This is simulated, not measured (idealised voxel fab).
Name of the process module below: voxel self aligned vias
Section cut is 300 nm wide and gridded with 5 nm square cells.
Cross-section format: a grid of square cells, given as bands from top to bottom; each band is one or more rows of cells. Quick guide to a band line: top height, bottom height (nm) up front; then every material left to right with its width in nm. Only one material and it's marked "all across"? Then it fills the band edge to edge. And "empty" just means empty space. The level at which height equals 0 is the one under which the wafer, as it arrives, is entirely one material. No lower edge exists for the bottom band, which continues downward and is notated as in "0 down". A width such as "30 to 40" changes by the same amount from each row of cells to the next, from the band's top row to its bottom row. "same as before" for a step: no cell of the cross-section changed in that step. The entry titled "Cavities, sealed" provides the empty spaces that have no open way to the top, restricted to those of 8 cells or more. Each is presented as width x height at distance, the distance being measured from the left edge, with all three in nm. Anything after a step's settings on that line? It's the simulator's own note about the step. overlay nm: on a step with a mask, how far right of its planned place the mask lay; negative means left.

PROCESS STEPS FORESEEN IN THE PLAN
1 RECEIVE, material Si
2 CONFORMAL_DEP, material SiO2, thk nm 10
3 CONFORMAL_DEP, material SiCN, thk nm 5
4 DIRECTIONAL_DEP, material lowk, thk nm 20
5 DIRECTIONAL_DEP, material aC, thk nm 15
6 PATTERN, tone open, mask id LINES, material resist, width nm 25, pitch nm 50, thk nm 35, overlay nm 0
7 DIRECTIONAL_ETCH, etch materials aC, depth nm 15
8 STRIP, etch materials resist
9 DIRECTIONAL_ETCH, etch materials lowk, depth nm 20
10 STRIP, etch materials aC
11 CONFORMAL_DEP, material TiN, thk nm 5
12 FILL_DEP, material W, thk nm 5
13 CMP, height nm 35
14 SELECTIVE_ETCH, etch materials W Ru TiN, depth nm 5
15 FILL_DEP, material SiN, thk nm 5
16 CMP, height nm 35
17 DIRECTIONAL_DEP, material lowk, thk nm 15
18 DIRECTIONAL_DEP, material aC, thk nm 10
19 PATTERN, tone open, mask id VIAS, material resist, width nm 35, thk nm 30, overlay nm 0
20 DIRECTIONAL_ETCH, etch materials aC, depth nm 10
21 STRIP, etch materials resist
22 DIRECTIONAL_ETCH, etch materials lowk, depth nm 15
23 DIRECTIONAL_ETCH, etch materials SiN, depth nm 5
24 STRIP, etch materials aC
25 CONFORMAL_DEP, material TiN, thk nm 5
26 FILL_DEP, material Cu, thk nm 5
27 CMP, height nm 50
28 CONFORMAL_DEP, material SiN, thk nm 5

FIRST WAFER OUT OF TWO, PROCESSED AS PLANNED

AS RECEIVED, AFTER STEP 1
    0 down = Si all across
    Cavities, sealed: none

STATE OF THE WAFER AFTER STEP 2, SHOWN IN CROSS-SECTION
    10 to 0 = SiO2 all across
    Below 0 it's all the same as before, nothing changed down there.

STATE OF THE WAFER AFTER STEP 3, SHOWN IN CROSS-SECTION
    15 to 10 = SiCN all across
    Below 10 it's all the same as before, nothing changed down there.

STATE OF THE WAFER AFTER STEP 4, SHOWN IN CROSS-SECTION
    35 to 15 = lowk all across
    Below 15 it's all the same as before, nothing changed down there.

STATE OF THE WAFER AFTER STEP 5, SHOWN IN CROSS-SECTION
    50 to 35 = aC all across
    Below 35 it's all the same as before, nothing changed down there.

STATE OF THE WAFER AFTER STEP 6, SHOWN IN CROSS-SECTION
    85 to 50 = resist (110), empty (25), resist (25), empty (25), resist (115)
    Below 50 it's all the same as before, nothing changed down there.

STATE OF THE WAFER AFTER STEP 7, SHOWN IN CROSS-SECTION
    70 to 50 = resist (110), empty (25), resist (25), empty (25), resist (115)
    50 to 35 = aC (110), empty (25), aC (25), empty (25), aC (115)
    Below 35 it's all the same as before, nothing changed down there.

STATE OF THE WAFER AFTER STEP 8, SHOWN IN CROSS-SECTION
    50 to 35 = aC (110), empty (25), aC (25), empty (25), aC (115)
    Below 35 it's all the same as before, nothing changed down there.

STATE OF THE WAFER AFTER STEP 9, SHOWN IN CROSS-SECTION
    50 to 35 = aC (110), empty (25), aC (25), empty (25), aC (115)
    35 to 15 = lowk (110), empty (25), lowk (25), empty (25), lowk (115)
    Below 15 it's all the same as before, nothing changed down there.

STATE OF THE WAFER AFTER STEP 10, SHOWN IN CROSS-SECTION
    35 to 15 = lowk (110), empty (25), lowk (25), empty (25), lowk (115)
    Below 15 it's all the same as before, nothing changed down there.

STATE OF THE WAFER AFTER STEP 11, SHOWN IN CROSS-SECTION
    40 to 35 = TiN (115), empty (15), TiN (35), empty (15), TiN (120)
    35 to 20 = lowk (110), TiN (5), empty (15), TiN (5), lowk (25), TiN (5), empty (15), TiN (5), lowk (115)
    20 to 15 = lowk (110), TiN (25), lowk (25), TiN (25), lowk (115)
    Below 15 it's all the same as before, nothing changed down there.

STATE OF THE WAFER AFTER STEP 12, SHOWN IN CROSS-SECTION
    45 to 40 = W all across
    40 to 35 = TiN (115), W (15), TiN (35), W (15), TiN (120)
    35 to 20 = lowk (110), TiN (5), W (15), TiN (5), lowk (25), TiN (5), W (15), TiN (5), lowk (115)
    Below 20 it's all the same as before, nothing changed down there.

STATE OF THE WAFER AFTER STEP 13, SHOWN IN CROSS-SECTION
    35 to 20 = lowk (110), TiN (5), W (15), TiN (5), lowk (25), TiN (5), W (15), TiN (5), lowk (115)
    Below 20 it's all the same as before, nothing changed down there.

STATE OF THE WAFER AFTER STEP 14, SHOWN IN CROSS-SECTION
    35 to 30 = lowk (110), empty (25), lowk (25), empty (25), lowk (115)
    Below 30 it's all the same as before, nothing changed down there.

STATE OF THE WAFER AFTER STEP 15, SHOWN IN CROSS-SECTION
    40 to 35 = SiN all across
    35 to 30 = lowk (110), SiN (25), lowk (25), SiN (25), lowk (115)
    Below 30 it's all the same as before, nothing changed down there.

STATE OF THE WAFER AFTER STEP 16, SHOWN IN CROSS-SECTION
    35 to 30 = lowk (110), SiN (25), lowk (25), SiN (25), lowk (115)
    Below 30 it's all the same as before, nothing changed down there.

STATE OF THE WAFER AFTER STEP 17, SHOWN IN CROSS-SECTION
    50 to 35 = lowk all across
    Below 35 it's all the same as before, nothing changed down there.

STATE OF THE WAFER AFTER STEP 18, SHOWN IN CROSS-SECTION
    60 to 50 = aC all across
    Below 50 it's all the same as before, nothing changed down there.

STATE OF THE WAFER AFTER STEP 19, SHOWN IN CROSS-SECTION
    90 to 60 = resist (105), empty (35), resist (160)
    Below 60 it's all the same as before, nothing changed down there.

STATE OF THE WAFER AFTER STEP 20, SHOWN IN CROSS-SECTION
    80 to 60 = resist (105), empty (35), resist (160)
    60 to 50 = aC (105), empty (35), aC (160)
    Below 50 it's all the same as before, nothing changed down there.

STATE OF THE WAFER AFTER STEP 21, SHOWN IN CROSS-SECTION
    60 to 50 = aC (105), empty (35), aC (160)
    Below 50 it's all the same as before, nothing changed down there.

STATE OF THE WAFER AFTER STEP 22, SHOWN IN CROSS-SECTION
    60 to 50 = aC (105), empty (35), aC (160)
    50 to 35 = lowk (105), empty (35), lowk (160)
    Below 35 it's all the same as before, nothing changed down there.

STATE OF THE WAFER AFTER STEP 23, SHOWN IN CROSS-SECTION
    60 to 50 = aC (105), empty (35), aC (160)
    50 to 35 = lowk (105), empty (35), lowk (160)
    35 to 30 = lowk (110), empty (25), lowk (25), SiN (25), lowk (115)
    Below 30 it's all the same as before, nothing changed down there.

STATE OF THE WAFER AFTER STEP 24, SHOWN IN CROSS-SECTION
    50 to 35 = lowk (105), empty (35), lowk (160)
    Below 35 it's all the same as before, nothing changed down there.

STATE OF THE WAFER AFTER STEP 25, SHOWN IN CROSS-SECTION
    55 to 50 = TiN (110), empty (25), TiN (165)
    50 to 40 = lowk (105), TiN (5), empty (25), TiN (5), lowk (160)
    40 to 35 = lowk (105), TiN (10), empty (15), TiN (10), lowk (160)
    35 to 30 = lowk (110), TiN (25), lowk (25), SiN (25), lowk (115)
    Below 30 it's all the same as before, nothing changed down there.

STATE OF THE WAFER AFTER STEP 26, SHOWN IN CROSS-SECTION
    60 to 55 = Cu all across
    55 to 50 = TiN (110), Cu (25), TiN (165)
    50 to 40 = lowk (105), TiN (5), Cu (25), TiN (5), lowk (160)
    40 to 35 = lowk (105), TiN (10), Cu (15), TiN (10), lowk (160)
    Below 35 it's all the same as before, nothing changed down there.

STATE OF THE WAFER AFTER STEP 27, SHOWN IN CROSS-SECTION
    50 to 40 = lowk (105), TiN (5), Cu (25), TiN (5), lowk (160)
    Below 40 it's all the same as before, nothing changed down there.

STATE OF THE WAFER AFTER STEP 28, SHOWN IN CROSS-SECTION
    55 to 50 = SiN all across
    Below 50 it's all the same as before, nothing changed down there.

THE SECOND WAFER WAS PREPARED FROM THE SAME STARTING POINT AND UNDER THE SAME PLAN AS THE FIRST; ITS PROCESSING CONTAINED ONE MISTAKE, AND IT REMAINS INDISTINGUISHABLE FROM THE FIRST WAFER UP TO AND INCLUDING STEP 1

Second wafer: cross-section at the scheduled end of step 2: same as before

SECOND WAFER: CROSS-SECTION AT THE SCHEDULED END OF STEP 3
    5 to 0 = SiCN all across
    Below 0 it's all the same as before, nothing changed down there.

SECOND WAFER: CROSS-SECTION AT THE SCHEDULED END OF STEP 4
    25 to 5 = lowk all across
    Below 5 it's all the same as before, nothing changed down there.

SECOND WAFER: CROSS-SECTION AT THE SCHEDULED END OF STEP 5
    40 to 25 = aC all across
    Below 25 it's all the same as before, nothing changed down there.

SECOND WAFER: CROSS-SECTION AT THE SCHEDULED END OF STEP 6
    75 to 40 = resist (110), empty (25), resist (25), empty (25), resist (115)
    Below 40 it's all the same as before, nothing changed down there.

SECOND WAFER: CROSS-SECTION AT THE SCHEDULED END OF STEP 7
    60 to 40 = resist (110), empty (25), resist (25), empty (25), resist (115)
    40 to 25 = aC (110), empty (25), aC (25), empty (25), aC (115)
    Below 25 it's all the same as before, nothing changed down there.

SECOND WAFER: CROSS-SECTION AT THE SCHEDULED END OF STEP 8
    40 to 25 = aC (110), empty (25), aC (25), empty (25), aC (115)
    Below 25 it's all the same as before, nothing changed down there.

SECOND WAFER: CROSS-SECTION AT THE SCHEDULED END OF STEP 9
    40 to 25 = aC (110), empty (25), aC (25), empty (25), aC (115)
    25 to 5 = lowk (110), empty (25), lowk (25), empty (25), lowk (115)
    Below 5 it's all the same as before, nothing changed down there.

SECOND WAFER: CROSS-SECTION AT THE SCHEDULED END OF STEP 10
    25 to 5 = lowk (110), empty (25), lowk (25), empty (25), lowk (115)
    Below 5 it's all the same as before, nothing changed down there.

SECOND WAFER: CROSS-SECTION AT THE SCHEDULED END OF STEP 11
    30 to 25 = TiN (115), empty (15), TiN (35), empty (15), TiN (120)
    25 to 10 = lowk (110), TiN (5), empty (15), TiN (5), lowk (25), TiN (5), empty (15), TiN (5), lowk (115)
    10 to 5 = lowk (110), TiN (25), lowk (25), TiN (25), lowk (115)
    Below 5 it's all the same as before, nothing changed down there.

SECOND WAFER: CROSS-SECTION AT THE SCHEDULED END OF STEP 12
    35 to 30 = W all across
    30 to 25 = TiN (115), W (15), TiN (35), W (15), TiN (120)
    25 to 10 = lowk (110), TiN (5), W (15), TiN (5), lowk (25), TiN (5), W (15), TiN (5), lowk (115)
    Below 10 it's all the same as before, nothing changed down there.

Second wafer: cross-section at the scheduled end of step 13: same as before

SECOND WAFER: CROSS-SECTION AT THE SCHEDULED END OF STEP 14
    30 to 25 = TiN (115), W (15), TiN (35), W (15), TiN (120)
    Below 25 it's all the same as before, nothing changed down there.

SECOND WAFER: CROSS-SECTION AT THE SCHEDULED END OF STEP 15
    35 to 30 = SiN all across
    Below 30 it's all the same as before, nothing changed down there.

Second wafer: cross-section at the scheduled end of step 16: same as before

SECOND WAFER: CROSS-SECTION AT THE SCHEDULED END OF STEP 17
    50 to 35 = lowk all across
    Below 35 it's all the same as before, nothing changed down there.

SECOND WAFER: CROSS-SECTION AT THE SCHEDULED END OF STEP 18
    60 to 50 = aC all across
    Below 50 it's all the same as before, nothing changed down there.

SECOND WAFER: CROSS-SECTION AT THE SCHEDULED END OF STEP 19
    90 to 60 = resist (105), empty (35), resist (160)
    Below 60 it's all the same as before, nothing changed down there.

SECOND WAFER: CROSS-SECTION AT THE SCHEDULED END OF STEP 20
    80 to 60 = resist (105), empty (35), resist (160)
    60 to 50 = aC (105), empty (35), aC (160)
    Below 50 it's all the same as before, nothing changed down there.

SECOND WAFER: CROSS-SECTION AT THE SCHEDULED END OF STEP 21
    60 to 50 = aC (105), empty (35), aC (160)
    Below 50 it's all the same as before, nothing changed down there.

SECOND WAFER: CROSS-SECTION AT THE SCHEDULED END OF STEP 22
    60 to 50 = aC (105), empty (35), aC (160)
    50 to 35 = lowk (105), empty (35), lowk (160)
    Below 35 it's all the same as before, nothing changed down there.

SECOND WAFER: CROSS-SECTION AT THE SCHEDULED END OF STEP 23
    60 to 50 = aC (105), empty (35), aC (160)
    50 to 35 = lowk (105), empty (35), lowk (160)
    35 to 30 = SiN (105), empty (35), SiN (160)
    Below 30 it's all the same as before, nothing changed down there.

SECOND WAFER: CROSS-SECTION AT THE SCHEDULED END OF STEP 24
    50 to 35 = lowk (105), empty (35), lowk (160)
    Below 35 it's all the same as before, nothing changed down there.

SECOND WAFER: CROSS-SECTION AT THE SCHEDULED END OF STEP 25
    55 to 50 = TiN (110), empty (25), TiN (165)
    50 to 35 = lowk (105), TiN (5), empty (25), TiN (5), lowk (160)
    35 to 30 = SiN (105), TiN (35), SiN (160)
    Below 30 it's all the same as before, nothing changed down there.

SECOND WAFER: CROSS-SECTION AT THE SCHEDULED END OF STEP 26
    60 to 55 = Cu all across
    55 to 50 = TiN (110), Cu (25), TiN (165)
    50 to 35 = lowk (105), TiN (5), Cu (25), TiN (5), lowk (160)
    Below 35 it's all the same as before, nothing changed down there.

SECOND WAFER: CROSS-SECTION AT THE SCHEDULED END OF STEP 27
    50 to 35 = lowk (105), TiN (5), Cu (25), TiN (5), lowk (160)
    Below 35 it's all the same as before, nothing changed down there.

SECOND WAFER: CROSS-SECTION AT THE SCHEDULED END OF STEP 28
    55 to 50 = SiN all across
    Below 50 it's all the same as before, nothing changed down there.
So what did we get wrong on this run? step 2 of the plan: omitted, not performed
Materials where the second wafer ends with more or fewer cells than the first: Cu: 2 more; SiN: 48 more; SiO2: 120 fewer; TiN: 58 more; W: 12 more
